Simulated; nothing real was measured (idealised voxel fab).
Process module, titled voxel fin reveal
Cross-section cut: width 270 nm, square cells of 5 nm.
Heads up, the way a cross-section reads in here is a grid of square cells, handed over as bands from the top down, with every band being one or more rows of cells. Basically the band line says how high the top is and how high the bottom is, in nm, and then what's in it from left to right, every material with its width in nm. Empty space shows up as "blank", and if a single material carries "all across" it runs the full band edge to edge. Height reference: 0 = level under which incoming wafer is all one material. Lowest band: no bottom, runs on downward, e.g. "0..down". The expression "30 to 40" gives the width at the extremes of the band, the first number at its top row of cells and the second at its bottom row, with the width changing by equal amounts from each row to the next in between. It should be understood that the words "identical to before", when stated for a given step, signify that the cross-section underwent no change in any of its cells during that step. What "Entrapped void list" gives you is every empty space of 8 cells or more that is cut off from the top. Each appears as width x height at distance, with the distance taken from the left edge and width, height and distance all in nm. Step line, after settings: the simulator's comment on this step. On any step carrying a mask, the "overlay nm" setting, if present on the step's line, tells how far right of its planned place the mask lay; negative values point to the left.
### The steps planned for the process are as follows
1: RECEIVE: material Si
2: CONFORMAL_DEP: material SiN, thk nm 5
3: PATTERN: tone cover, mask id FINS, material resist, width nm 15, pitch nm 40, thk nm 15, overlay nm 0
4: DIRECTIONAL_ETCH: etch materials SiN, depth nm 5
5: DIRECTIONAL_ETCH: etch materials Si, depth nm 40
6: STRIP: etch materials resist
7: OXIDIZE: depth nm 5
8: FILL_DEP: material SiO2, thk nm 10
9: CMP: height nm 5
10: SELECTIVE_ETCH: etch materials SiO2, depth nm 30
11: STRIP: etch materials SiN
### Wafer as received: cross-section following step 1
  0..down | Si all across
  Entrapped void list: none
### a wafer at the end: this start, this plan, one mistake
  0..-25 | 60 nm Si; 25 nm blank; 15 nm Si; 25 nm blank; 15 nm Si; 25 nm blank; 15 nm Si; 25 nm blank; 65 nm Si
  -25..-45 | 60 nm Si; 25 nm SiO2; 15 nm Si; 25 nm SiO2; 15 nm Si; 25 nm SiO2; 15 nm Si; 25 nm SiO2; 65 nm Si
  -45..down | Si all across
  Entrapped void list: none
Deviation from plan: not per plan at step 3, really ran PATTERN: tone open, mask id FINS, material resist, width nm 15, pitch nm 40, thk nm 15, overlay nm 0
